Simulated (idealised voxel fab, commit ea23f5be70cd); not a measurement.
process module | voxel ribs on slabs
cross-section cut | 190 nm wide | cells 5 nm
A cross-section is a grid of square cells, given in bands from the top down. A band is one or more rows of cells.
Each band's line starts with the height of the band's top and of its bottom, in nm. Then come its materials from left to right, each with its width in nm. One material with "throughout" fills the band from edge to edge. "air" is empty space.
Height 0 is the level under which the wafer as received is all one material. The lowest band goes on downwards, as in "0 down".
A width such as "30 to 40" changes by the same amount from each row of cells to the next, from the band's top row to its bottom row.
"no change" after a step means that no cell of the cross-section changed.
closed voids: empty space of 8 cells or more with no open way to the top, each as width x height at its distance from the left edge, in nm
after a step's settings: what the simulator itself notes on the step
overlay nm, on a step with a mask: how far to the right of its planned place the mask lay; to the left if negative
plan
1 op RECEIVE | material Si
2 op DIRECTIONAL_DEP | material SiO2 | thk nm 20
3 op DIRECTIONAL_DEP | material SiN | thk nm 20
4 op DIRECTIONAL_DEP | material aC | thk nm 10
5 op PATTERN | tone cover | mask id RIB | material resist | width nm 15 | thk nm 25 | overlay nm 0
6 op DIRECTIONAL_ETCH | etch materials aC | depth nm 10
7 op STRIP | etch materials resist
8 op DIRECTIONAL_ETCH | etch materials SiN | depth nm 15
9 op STRIP | etch materials aC
10 op PATTERN | tone cover | mask id SLAB | material resist | width nm 65 | thk nm 20 | overlay nm 0
11 op DIRECTIONAL_ETCH | etch materials SiN | depth nm 5
12 op STRIP | etch materials resist
13 op FILL_DEP | material SiO2 | thk nm 20
14 op CMP | height nm 50
15 op DIRECTIONAL_DEP | material W | thk nm 10
16 op PATTERN | tone cover | mask id HEATER | material resist | width nm 25 | thk nm 15 | overlay nm 0
17 op DIRECTIONAL_ETCH | etch materials W | depth nm 10
18 op STRIP | etch materials resist
19 op CONFORMAL_DEP | material SiN | thk nm 5
first wafer, as planned
as received, after step 1
  0 down: Si throughout
  closed voids: none
after step 2
  20 to 0: SiO2 throughout
  below 0: unchanged
after step 3
  40 to 20: SiN throughout
  below 20: unchanged
after step 4
  50 to 40: aC throughout
  below 40: unchanged
after step 5
  75 to 50: air 85 | resist 15 | air 90
  below 50: unchanged
after step 6
  65 to 50: air 85 | resist 15 | air 90
  50 to 40: air 85 | aC 15 | air 90
  below 40: unchanged
after step 7
  50 to 40: air 85 | aC 15 | air 90
  below 40: unchanged
after step 8
  50 to 40: air 85 | aC 15 | air 90
  40 to 25: air 85 | SiN 15 | air 90
  below 25: unchanged
after step 9
  40 to 25: air 85 | SiN 15 | air 90
  below 25: unchanged
after step 10
  60 to 40: air 60 | resist 65 | air 65
  40 to 25: air 60 | resist 25 | SiN 15 | resist 25 | air 65
  below 25: unchanged
after step 11
  60 to 40: air 60 | resist 65 | air 65
  40 to 25: air 60 | resist 25 | SiN 15 | resist 25 | air 65
  25 to 20: air 60 | SiN 65 | air 65
  below 20: unchanged
after step 12
  40 to 25: air 85 | SiN 15 | air 90
  below 25: unchanged
after step 13
  60 to 40: SiO2 throughout
  40 to 25: SiO2 85 | SiN 15 | SiO2 90
  25 to 20: SiO2 60 | SiN 65 | SiO2 65
  below 20: unchanged
after step 14
  50 to 40: SiO2 throughout
  below 40: unchanged
after step 15
  60 to 50: W throughout
  below 50: unchanged
after step 16
  75 to 60: air 80 | resist 25 | air 85
  below 60: unchanged
after step 17
  75 to 60: air 80 | resist 25 | air 85
  60 to 50: air 80 | W 25 | air 85
  below 50: unchanged
after step 18
  60 to 50: air 80 | W 25 | air 85
  below 50: unchanged
after step 19
  65 to 60: air 75 | SiN 35 | air 80
  60 to 55: air 75 | SiN 5 | W 25 | SiN 5 | air 80
  55 to 50: SiN 80 | W 25 | SiN 85
  below 50: unchanged
second wafer: like start, like plan, one mistake. Through step 3 it matches the first wafer
when step 4 should have ended
  50 to 40: W throughout
  below 40: unchanged
when step 5 should have ended
  75 to 50: air 85 | resist 15 | air 90
  below 50: unchanged
when step 6 should have ended
  65 to 50: air 85 | resist 15 | air 90
  below 50: unchanged
when step 7 should have ended
  50 to 40: W throughout
  below 40: unchanged
when step 8 should have ended: no change
when step 9 should have ended: no change
when step 10 should have ended
  70 to 50: air 60 | resist 65 | air 65
  below 50: unchanged
when step 11 should have ended: no change
when step 12 should have ended
  50 to 40: W throughout
  below 40: unchanged
when step 13 should have ended
  70 to 50: SiO2 throughout
  below 50: unchanged
when step 14 should have ended
  50 to 40: W throughout
  below 40: unchanged
when step 15 should have ended
  60 to 40: W throughout
  below 40: unchanged
when step 16 should have ended
  75 to 60: air 80 | resist 25 | air 85
  below 60: unchanged
when step 17 should have ended
  75 to 60: air 80 | resist 25 | air 85
  60 to 50: air 80 | W 25 | air 85
  below 50: unchanged
when step 18 should have ended
  60 to 50: air 80 | W 25 | air 85
  below 50: unchanged
when step 19 should have ended
  65 to 60: air 75 | SiN 35 | air 80
  60 to 55: air 75 | SiN 5 | W 25 | SiN 5 | air 80
  55 to 50: SiN 80 | W 25 | SiN 85
  below 50: unchanged
what went wrong: step 4 ran as: op DIRECTIONAL_DEP | material W | thk nm 10
at the end the second wafer has, in cells: 130 more of SiN | 206 fewer of SiO2 | 76 more of W
